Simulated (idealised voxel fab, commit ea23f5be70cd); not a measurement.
Process module, titled voxel self aligned contacts
For reference, the cross-section in this document is cut, with width 215 nm and square cells of 5 nm.
Notation: cross-section as square-cell grid; stated in bands, top first, going down; one or more cell rows per band. Basically the band line says how high the top is and how high the bottom is, in nm, and then what's in it from left to right, every material with its width in nm. Empty space shows up as "air", and if a single material carries "all across" it runs the full band edge to edge. Below 0: as-received wafer, all one material; heights counted from there. Lowest band: no bottom, goes on down, written "0 nm and below". The width entry "30 to 40" should be interpreted row by row: the top row of cells in the band takes the first number, the bottom row takes the second number, and the change between adjacent rows is uniform throughout. Any step labelled "stayed the same" changed none of the cells in the cross-section. "Cavities, sealed" enumerates empty spaces isolated from the top, with no open way to it, that contain at least 8 cells, giving each as width x height at distance from the left edge, all three in nm. Step line, after settings: the simulator's comment on this step. What "overlay nm" on a step's line means: if the step has a mask, that mask lay this far to the right of its planned place, or, when the value is negative, to the left.
These are the steps we planned for the process
1,RECEIVE | material Si
2,OXIDIZE | depth nm 5
3,DIRECTIONAL_DEP | material polySi | thk nm 20
4,DIRECTIONAL_DEP | material SiN | thk nm 15
5,DIRECTIONAL_DEP | material aC | thk nm 15
6,PATTERN | tone cover | mask id GATE | material resist | width nm 30 | pitch nm 65 | thk nm 30 | overlay nm 0
7,DIRECTIONAL_ETCH | etch materials aC | depth nm 15
8,STRIP | etch materials resist
9,DIRECTIONAL_ETCH | etch materials SiN | depth nm 15
10,DIRECTIONAL_ETCH | etch materials polySi | depth nm 20
11,STRIP | etch materials aC
12,CONFORMAL_DEP | material SiN | thk nm 5
13,DIRECTIONAL_ETCH | etch materials SiN | depth nm 5
14,FILL_DEP | material SiO2 | thk nm 15
15,CMP | height nm 45
16,DIRECTIONAL_DEP | material aC | thk nm 10
17,PATTERN | tone open | mask id CONTACT | material resist | width nm 45 | pitch nm 65 | thk nm 25 | overlay nm -15
18,DIRECTIONAL_ETCH | etch materials aC | depth nm 10
19,STRIP | etch materials resist
20,DIRECTIONAL_ETCH | etch materials SiO2 | depth nm 50
21,STRIP | etch materials aC
22,CONFORMAL_DEP | material TiN | thk nm 5
23,FILL_DEP | material W | thk nm 5
24,CMP | height nm 45
25,CONFORMAL_DEP | material SiN | thk nm 5
Split variable: overlay nm, step 17. Plan value = first wafer. Wafers start alike.
First of several wafers (as received, post step 1), cross-sectional view
* 0 nm and below = Si all across
* Cavities, sealed: none
Here's the first of several wafers in cross-section, end of the module, after the last step, step 25
* 50 nm to 45 nm = SiN all across
* 45 nm to 35 nm = SiO2 35 / TiN 5 to 30 / W 35 to 10 / TiN 5 / SiO2 20 / TiN 5 to 30 / W 35 to 10 / TiN 5 / SiO2 70
* 35 nm to 20 nm = SiO2 20 / SiN 40 / TiN 5 / W 10 / TiN 5 / SiO2 5 / SiN 40 / TiN 5 / W 10 / TiN 5 / SiO2 5 / SiN 40 / SiO2 25
* 20 nm to 0 nm = SiO2 20 / SiN 5 / polySi 30 / SiN 5 / TiN 5 / W 10 / TiN 5 / SiO2 5 / SiN 5 / polySi 30 / SiN 5 / TiN 5 / W 10 / TiN 5 / SiO2 5 / SiN 5 / polySi 30 / SiN 5 / SiO2 25
* 0 nm to -5 nm = SiO2 60 / TiN 20 / SiO2 45 / TiN 20 / SiO2 70
* -5 nm and below = Si all across
* Cavities, sealed: none
End of module, last wafer sectioned
* 50 nm to 45 nm = SiN all across
* 45 nm to 35 nm = SiO2 65 / TiN 5 / W 35 to 10 / TiN 5 to 30 / SiO2 20 / TiN 5 / W 35 to 10 / TiN 5 to 30 / SiO2 40
* 35 nm to 20 nm = SiO2 20 / SiN 40 / SiO2 5 / TiN 5 / W 10 / TiN 5 / SiN 40 / SiO2 5 / TiN 5 / W 10 / TiN 5 / SiN 40 / SiO2 25
* 20 nm to 0 nm = SiO2 20 / SiN 5 / polySi 30 / SiN 5 / SiO2 5 / TiN 5 / W 10 / TiN 5 / SiN 5 / polySi 30 / SiN 5 / SiO2 5 / TiN 5 / W 10 / TiN 5 / SiN 5 / polySi 30 / SiN 5 / SiO2 25
* 0 nm to -5 nm = SiO2 65 / TiN 20 / SiO2 45 / TiN 20 / SiO2 65
* -5 nm and below = Si all across
* Cavities, sealed: none
Wafer rows, end of module: cells per material gained (+) or lost (-) since receipt; closed voids last
overlay nm -15; -43 Si; +139 SiN; +162 SiO2; +54 TiN; +46 W; +72 polySi; Cavities, sealed: none
overlay nm -10; -43 Si; +139 SiN; +146 SiO2; +54 TiN; +62 W; +72 polySi; Cavities, sealed: none
overlay nm -5; -43 Si; +139 SiN; +146 SiO2; +54 TiN; +62 W; +72 polySi; Cavities, sealed: none
overlay nm 0; -43 Si; +139 SiN; +146 SiO2; +54 TiN; +62 W; +72 polySi; Cavities, sealed: none
overlay nm 5; -43 Si; +139 SiN; +146 SiO2; +54 TiN; +62 W; +72 polySi; Cavities, sealed: none
overlay nm 10; -43 Si; +139 SiN; +146 SiO2; +54 TiN; +62 W; +72 polySi; Cavities, sealed: none
overlay nm 15; -43 Si; +139 SiN; +162 SiO2; +54 TiN; +46 W; +72 polySi; Cavities, sealed: none
